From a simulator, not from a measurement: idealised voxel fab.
Proc. module: voxel ribs on slabs
Each square cell in cross-section cut measures 5 nm, and the section as a whole is 275 nm wide.
Just so we're on the same page, the cross-sections are grids of square cells, and they're listed out in bands top to bottom, each band one or more rows deep. Top height, bottom height, nm. Materials left to right, width each, nm. Single material + "throughout" = fills band edge to edge. "blank" = empty. It should be noted that heights are counted from 0, beneath which the wafer as supplied is of one material throughout, and that the lowest band possesses no lower boundary but continues downward, as written in "0..down". Quick explanation for "30 to 40": the width changes in equal steps down the rows of cells, from the first number in the band's top row to the second number in its bottom row. No cell of the cross-section changed in a step that is given as "same as before". "Sealed void list" - sealed voids, min. 8 cells, no opening to top; format: width x height at distance (distance from left edge; nm throughout). Post-settings text on a step line: simulator's own remark regarding the step. "overlay nm" answers the question of how far to the right of plan the mask lay on a step that has a mask, and when it is negative the answer is to the left.

# The steps planned for the process are as follows
1,RECEIVE, material Si
2,DIRECTIONAL_DEP, material SiO2, thk nm 20
3,DIRECTIONAL_DEP, material polySi, thk nm 15
4,MASKED_ETCH, tone cover, mask id RIB, width nm 15, etch materials polySi, depth nm 5, overlay nm 0
5,PATTERN, tone cover, mask id SLAB, material resist, width nm 45, thk nm 20, overlay nm 0
6,DIRECTIONAL_ETCH, etch materials polySi, depth nm 10
7,STRIP, etch materials resist
8,FILL_DEP, material SiO2, thk nm 25
9,CMP, height nm 55
10,DIRECTIONAL_DEP, material W, thk nm 10
11,MASKED_ETCH, tone cover, mask id HEATER, width nm 25, etch materials W, depth nm 10, overlay nm 0
12,CONFORMAL_DEP, material SiO2, thk nm 5

# Wafer cross-section on receipt, i.e. after step 1
> 0..down | Si throughout
> Sealed void list: none

# The first of the two wafers as seen in cross-section once the module was finished; processing followed the plan
> 70..65 | blank (120), then SiO2 (35), then blank (120)
> 65..60 | blank (120), then SiO2 (5), then W (25), then SiO2 (5), then blank (120)
> 60..55 | SiO2 (125), then W (25), then SiO2 (125)
> 55..35 | SiO2 throughout
> 35..30 | SiO2 (130), then polySi (15), then SiO2 (130)
> 30..20 | SiO2 (115), then polySi (45), then SiO2 (115)
> 20..0 | SiO2 throughout
> 0..down | Si throughout
> Sealed void list: none

# Module end: cross-section of wafer two of two. Same start and process plan as the first wafer. One mistake during execution
> 70..65 | blank (120), then SiO2 (35), then blank (120)
> 65..60 | blank (120), then SiO2 (5), then W (25), then SiO2 (5), then blank (120)
> 60..55 | SiO2 (125), then W (25), then SiO2 (125)
> 55..0 | SiO2 throughout
> 0..down | Si throughout
> Sealed void list: none
Finding, execution versus plan: planned and actual differ for step 3; actual: DIRECTIONAL_DEP, material SiO2, thk nm 15
The final cell counts differ between the wafers, with the second having more or fewer of some materials than the first: SiO2: 21 more | polySi: 21 fewer
